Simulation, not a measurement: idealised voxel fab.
Process module heading - voxel trench capacitor
The width of the displayed cross-section, cut, is 205 nm; its cells are square, with a size of 5 nm.
Square cells in a grid make up a cross-section in this document, and the grid is given as bands, listed from the top down, each one or more rows of cells. The band entry comprises the height of the band's top followed by the height of its bottom, expressed in nm, and subsequently the band's materials from left to right, each stated together with its width in nm. Where a single material is marked with the word "everywhere", that material fills the band from edge to edge. The word "air" represents empty space. Convention: height 0 is the level below which the wafer, as received, is all one material. The lowest band does not terminate at the bottom but continues downward, represented as "0 nm and below". Width "30..40": first value at the band's top row of cells, second value at its bottom row, equal change from row to row. Where a step carries "no change", the cross-section came out of it unchanged, cell for cell. Entry "Tabulated closed voids". Content: empty spaces with no open connection to the top, size 8 cells or greater. Each: width x height at distance. Distance: from left edge. Unit: nm. Post-settings text on a step line: simulator's own remark regarding the step. "overlay nm" denotes, for a step that has a mask, the displacement of the mask to the right of its planned place, with negative values corresponding to the left.
Plan
1) RECEIVE: material Si
2) CONFORMAL_DEP: material SiN, thk nm 10
3) DIRECTIONAL_DEP: material aC, thk nm 15
4) PATTERN: tone open, mask id TRENCH, material resist, width nm 25, pitch nm 50, thk nm 35, overlay nm 0
5) DIRECTIONAL_ETCH: etch materials aC, depth nm 15
6) STRIP: etch materials resist
7) DIRECTIONAL_ETCH: etch materials SiN, depth nm 10
8) DIRECTIONAL_ETCH: etch materials Si, depth nm 25
9) STRIP: etch materials aC
10) CONFORMAL_DEP: material SiO2, thk nm 5
11) FILL_DEP: material polySi, thk nm 10
12) CMP: height nm 10
Incoming wafer, cross-sectional view, post step 1
> 0 nm and below = Si everywhere
> Tabulated closed voids: none
The first of the two wafers as seen in cross-section once the module was finished; processing followed the plan
> 10 nm to 0 nm = SiN 40 nm / SiO2 5 nm / polySi 15 nm / SiO2 5 nm / SiN 25 nm / SiO2 5 nm / polySi 15 nm / SiO2 5 nm / SiN 25 nm / SiO2 5 nm / polySi 15 nm / SiO2 5 nm / SiN 40 nm
> 0 nm to -20 nm = Si 40 nm / SiO2 5 nm / polySi 15 nm / SiO2 5 nm / Si 25 nm / SiO2 5 nm / polySi 15 nm / SiO2 5 nm / Si 25 nm / SiO2 5 nm / polySi 15 nm / SiO2 5 nm / Si 40 nm
> -20 nm to -25 nm = Si 40 nm / SiO2 25 nm / Si 25 nm / SiO2 25 nm / Si 25 nm / SiO2 25 nm / Si 40 nm
> -25 nm and below = Si everywhere
> Tabulated closed voids: none
Cross-section, wafer two of two, end of module: same start and plan as wafer one, one error in execution
> 10 nm to 0 nm = polySi 40 nm / SiO2 5 nm / polySi 15 nm / SiO2 5 nm / polySi 25 nm / SiO2 5 nm / polySi 15 nm / SiO2 5 nm / polySi 25 nm / SiO2 5 nm / polySi 15 nm / SiO2 5 nm / polySi 40 nm
> 0 nm to -10 nm = Si 40 nm / SiO2 5 nm / polySi 15 nm / SiO2 5 nm / Si 25 nm / SiO2 5 nm / polySi 15 nm / SiO2 5 nm / Si 25 nm / SiO2 5 nm / polySi 15 nm / SiO2 5 nm / Si 40 nm
> -10 nm to -15 nm = Si 40 nm / SiO2 25 nm / Si 25 nm / SiO2 25 nm / Si 25 nm / SiO2 25 nm / Si 40 nm
> -15 nm and below = Si everywhere
> Tabulated closed voids: none
So what did we get wrong on this run? step 2 ran differently from the plan; actual operation with settings: CONFORMAL_DEP: material polySi, thk nm 10
The closing comparison, in cells, has the second wafer with more or fewer of some materials than the first: Si: 30 more; SiN: 52 fewer; SiO2: 12 fewer; polySi: 34 more
